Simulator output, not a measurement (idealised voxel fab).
You're looking at the process module voxel transistor to metal.
In the cross-section labelled cut, the width is 290 nm and each square cell is 5 nm.
In what follows, cross-sections appear as grids of square cells, described through bands that run from the top down, where every band is one or more rows of cells.
Heights first: top, then bottom, in nm. Then materials, left to right, each with a width in nm. "everywhere" on a single material: fills the band edge to edge. "blank": empty space.
Heights are expressed relative to 0, this being the level below which the as-received wafer comprises one material exclusively. The lowest band is unbounded in the downward direction and is denoted as in "0 down".
It should be noted that a width expressed as "30 to 40" varies in equal increments from row to row of cells within the band, taking the value of the first number at the top row and that of the second number at the bottom row.
The designation "remains unaltered", where it is given for a processing step, indicates that no cell of the cross-section was altered in the course of that step.
Voids lacking openings: empty space of 8 cells or more with no open way to the top, each as width x height at its distance from the left edge, in nm
That trailing text on a step's line, after the settings, is the simulator's own remark on the step.
overlay nm: how far to the right of its planned place the mask lay on this masked step (negative: to the left).

-- The planned process steps are enumerated hereunder
1,RECEIVE | material Si
2,OXIDIZE | depth nm 5
3,CONFORMAL_DEP | material SiN | thk nm 10
4,MASKED_ETCH | tone cover | mask id ACTIVE | width nm 95 | pitch nm 115 | etch materials SiN | depth nm 10 | overlay nm 0
5,MASKED_ETCH | tone cover | mask id ACTIVE | width nm 95 | pitch nm 115 | etch materials SiO2 | depth nm 5 | overlay nm 0
6,MASKED_ETCH | tone cover | mask id ACTIVE | width nm 95 | pitch nm 115 | etch materials Si | depth nm 35 | overlay nm 0
7,FILL_DEP | material SiO2 | thk nm 10
8,CMP | height nm 10
9,SELECTIVE_ETCH | etch materials SiO2 | depth nm 5
10,STRIP | etch materials SiN
11,SELECTIVE_ETCH | etch materials SiO2 | depth nm 5
12,OXIDIZE | depth nm 5
13,DIRECTIONAL_DEP | material polySi | thk nm 20
14,DIRECTIONAL_DEP | material SiCN | thk nm 10
15,MASKED_ETCH | tone cover | mask id GATE | width nm 15 | pitch nm 115 | etch materials SiCN | depth nm 20 | overlay nm 0
16,MASKED_ETCH | tone cover | mask id GATE | width nm 15 | pitch nm 115 | etch materials polySi | depth nm 30 | overlay nm 0
17,CONFORMAL_DEP | material SiO2 | thk nm 5
18,DIRECTIONAL_ETCH | etch materials SiO2 | depth nm 5
19,CONFORMAL_DEP | material SiN | thk nm 10
20,DIRECTIONAL_ETCH | etch materials SiN | depth nm 10
21,DIRECTIONAL_ETCH | etch materials SiO2 | depth nm 5
22,DIRECTIONAL_ETCH | etch materials Si | depth nm 10
23,EPI | material nSi | thk nm 10
24,FILL_DEP | material SiO2 | thk nm 10
25,CMP | height nm 25
26,DIRECTIONAL_DEP | material SiO2 | thk nm 15
27,PATTERN | tone open | mask id CONTACT | material resist | width nm 20 | thk nm 15 | overlay nm 0
28,DIRECTIONAL_ETCH | etch materials SiO2 | depth nm 40
29,STRIP | etch materials resist
30,CONFORMAL_DEP | material TiN | thk nm 5
31,FILL_DEP | material W | thk nm 10
32,CMP | height nm 40
33,CONFORMAL_DEP | material SiN | thk nm 5
34,DIRECTIONAL_DEP | material lowk | thk nm 20
35,DIRECTIONAL_DEP | material aC | thk nm 10
36,PATTERN | tone open | mask id METAL_1 | material resist | width nm 20 | thk nm 25 | overlay nm 0
37,DIRECTIONAL_ETCH | etch materials aC | depth nm 10
38,STRIP | etch materials resist
39,DIRECTIONAL_ETCH | etch materials lowk | depth nm 20
40,DIRECTIONAL_ETCH | etch materials SiN | depth nm 5
41,STRIP | etch materials aC
42,CONFORMAL_DEP | material TiN | thk nm 5
43,FILL_DEP | material Cu | thk nm 5
44,CMP | height nm 65
45,CONFORMAL_DEP | material SiCN | thk nm 5
46,DIRECTIONAL_DEP | material lowk | thk nm 30
47,DIRECTIONAL_DEP | material aC | thk nm 15
48,PATTERN | tone open | mask id METAL_2 | material resist | width nm 20 | pitch nm 115 | thk nm 35 | overlay nm 0
49,DIRECTIONAL_ETCH | etch materials aC | depth nm 15
50,STRIP | etch materials resist
51,DIRECTIONAL_ETCH | etch materials lowk | depth nm 20
52,STRIP | etch materials aC
53,MASKED_ETCH | tone open | mask id METAL_2_HOLES | width nm 15 | pitch nm 115 | etch materials lowk | depth nm 10 | overlay nm 0
54,MASKED_ETCH | tone open | mask id METAL_2_HOLES | width nm 15 | pitch nm 115 | etch materials SiCN | depth nm 5 | overlay nm 0
55,CONFORMAL_DEP | material TiN | thk nm 5
56,FILL_DEP | material Cu | thk nm 5
57,CMP | height nm 100
58,CONFORMAL_DEP | material SiCN | thk nm 5

-- As-received wafer cross-section (after step 1)
	0 down: Si everywhere
	Voids lacking openings: none

-- End-of-module cross-section of the first of two wafers, processed as planned
	105 to 100: SiCN everywhere
	100 to 85: lowk=45  TiN=5  Cu=10  TiN=5  lowk=95  TiN=5  Cu=10  TiN=5  lowk=110
	85 to 80: lowk=45  TiN=5  Cu=5  TiN=10  lowk=95  TiN=5  Cu=5  TiN=10  lowk=110
	80 to 70: lowk=45  TiN=5  Cu=5  TiN=5  lowk=100  TiN=5  Cu=5  TiN=5  lowk=115
	70 to 65: SiCN=45  TiN=15  SiCN=100  TiN=15  SiCN=115
	65 to 45: lowk=45  TiN=5  Cu=10  TiN=5  lowk=45  TiN=5  Cu=10  TiN=5  lowk=30  TiN=5  Cu=10  TiN=5  lowk=45  TiN=5  Cu=10  TiN=5  lowk=45
	45 to 40: SiN=45  TiN=20  SiN=45  TiN=20  SiN=30  TiN=20  SiN=45  TiN=20  SiN=45
	40 to 25: SiO2=45  TiN=5  W=10  TiN=5  SiO2=45  TiN=5  W=10  TiN=5  SiO2=30  TiN=5  W=10  TiN=5  SiO2=45  TiN=5  W=10  TiN=5  SiO2=45
	25 to 15: SiO2=45  TiN=5  W=10  TiN=5  SiN=10  SiO2=5  SiCN=15  SiO2=5  SiN=10  TiN=5  W=10  TiN=5  SiO2=30  TiN=5  W=10  TiN=5  SiN=10  SiO2=5  SiCN=15  SiO2=5  SiN=10  TiN=5  W=10  TiN=5  SiO2=45
	15 to 5: SiO2=45  TiN=5  W=10  TiN=5  SiN=10  SiO2=5  polySi=15  SiO2=5  SiN=10  TiN=5  W=10  TiN=5  SiO2=30  TiN=5  W=10  TiN=5  SiN=10  SiO2=5  polySi=15  SiO2=5  SiN=10  TiN=5  W=10  TiN=5  SiO2=45
	5 to 0: SiO2=45  TiN=20  SiN=10  SiO2=5  polySi=15  SiO2=5  SiN=10  TiN=20  SiO2=30  TiN=20  SiN=10  SiO2=5  polySi=15  SiO2=5  SiN=10  TiN=20  SiO2=45
	0 to -5: SiO2=40  SiN=10  nSi=15  SiN=10  SiO2=5  polySi=15  SiO2=5  SiN=10  nSi=15  SiN=10  SiO2=20  SiN=10  nSi=15  SiN=10  SiO2=5  polySi=15  SiO2=5  SiN=10  nSi=15  SiN=10  SiO2=40
	-5 to -10: SiO2=50  nSi=15  SiO2=45  nSi=15  SiO2=40  nSi=15  SiO2=45  nSi=15  SiO2=50
	-10 to -20: SiO2=40  Si=10  nSi=15  Si=45  nSi=15  Si=10  SiO2=20  Si=10  nSi=15  Si=45  nSi=15  Si=10  SiO2=40
	-20 to -40: SiO2=40  Si=95  SiO2=20  Si=95  SiO2=40
	-40 down: Si everywhere
	Voids lacking openings: none

-- Cross-section, second wafer: same start as the first, same plan as the first, one mistake in running it; taken at the end of the module
	105 to 100: SiCN everywhere
	100 to 85: lowk=45  TiN=5  Cu=10  TiN=5  lowk=95  TiN=5  Cu=10  TiN=5  lowk=110
	85 to 80: lowk=45  TiN=5  Cu=5  TiN=10  lowk=95  TiN=5  Cu=5  TiN=10  lowk=110
	80 to 70: lowk=45  TiN=5  Cu=5  TiN=5  lowk=100  TiN=5  Cu=5  TiN=5  lowk=115
	70 to 65: SiCN=45  TiN=15  SiCN=100  TiN=15  SiCN=115
	65 to 45: lowk=45  TiN=5  Cu=10  TiN=5  lowk=45  TiN=5  Cu=10  TiN=5  lowk=30  TiN=5  Cu=10  TiN=5  lowk=45  TiN=5  Cu=10  TiN=5  lowk=45
	45 to 40: SiN=45  TiN=20  SiN=45  TiN=20  SiN=30  TiN=20  SiN=45  TiN=20  SiN=45
	40 to 25: SiO2=45  TiN=5  W=10  TiN=5  SiO2=45  TiN=5  W=10  TiN=5  SiO2=30  TiN=5  W=10  TiN=5  SiO2=45  TiN=5  W=10  TiN=5  SiO2=45
	25 to 15: SiO2=45  TiN=5  W=10  TiN=5  SiN=10  SiO2=5  SiCN=15  SiO2=5  SiN=10  TiN=5  W=10  TiN=5  SiO2=30  TiN=5  W=10  TiN=5  SiN=10  SiO2=5  SiCN=15  SiO2=5  SiN=10  TiN=5  W=10  TiN=5  SiO2=45
	15 to 5: SiO2=45  TiN=5  W=10  TiN=5  SiN=10  SiO2=5  polySi=15  SiO2=5  SiN=10  TiN=5  W=10  TiN=5  SiO2=30  TiN=5  W=10  TiN=5  SiN=10  SiO2=5  polySi=15  SiO2=5  SiN=10  TiN=5  W=10  TiN=5  SiO2=45
	5 to 0: SiO2=45  TiN=20  SiN=10  SiO2=5  polySi=15  SiO2=5  SiN=10  TiN=20  SiO2=30  TiN=20  SiN=10  SiO2=5  polySi=15  SiO2=5  SiN=10  TiN=20  SiO2=45
	0 to -5: SiO2=40  SiN=10  SiO2=15  SiN=10  SiO2=5  polySi=15  SiO2=5  SiN=10  SiO2=15  SiN=10  SiO2=20  SiN=10  SiO2=15  SiN=10  SiO2=5  polySi=15  SiO2=5  SiN=10  SiO2=15  SiN=10  SiO2=40
	-5 to -15: SiO2 everywhere
	-15 down: Si everywhere
	Voids lacking openings: none
Plan not followed: not per plan at step 2, really ran OXIDIZE | depth nm 15
In the final state, the cell counts of the second wafer exceed or fall short of those of the first for the following materials: Si: 86 more, SiO2: 38 fewer, nSi: 48 fewer
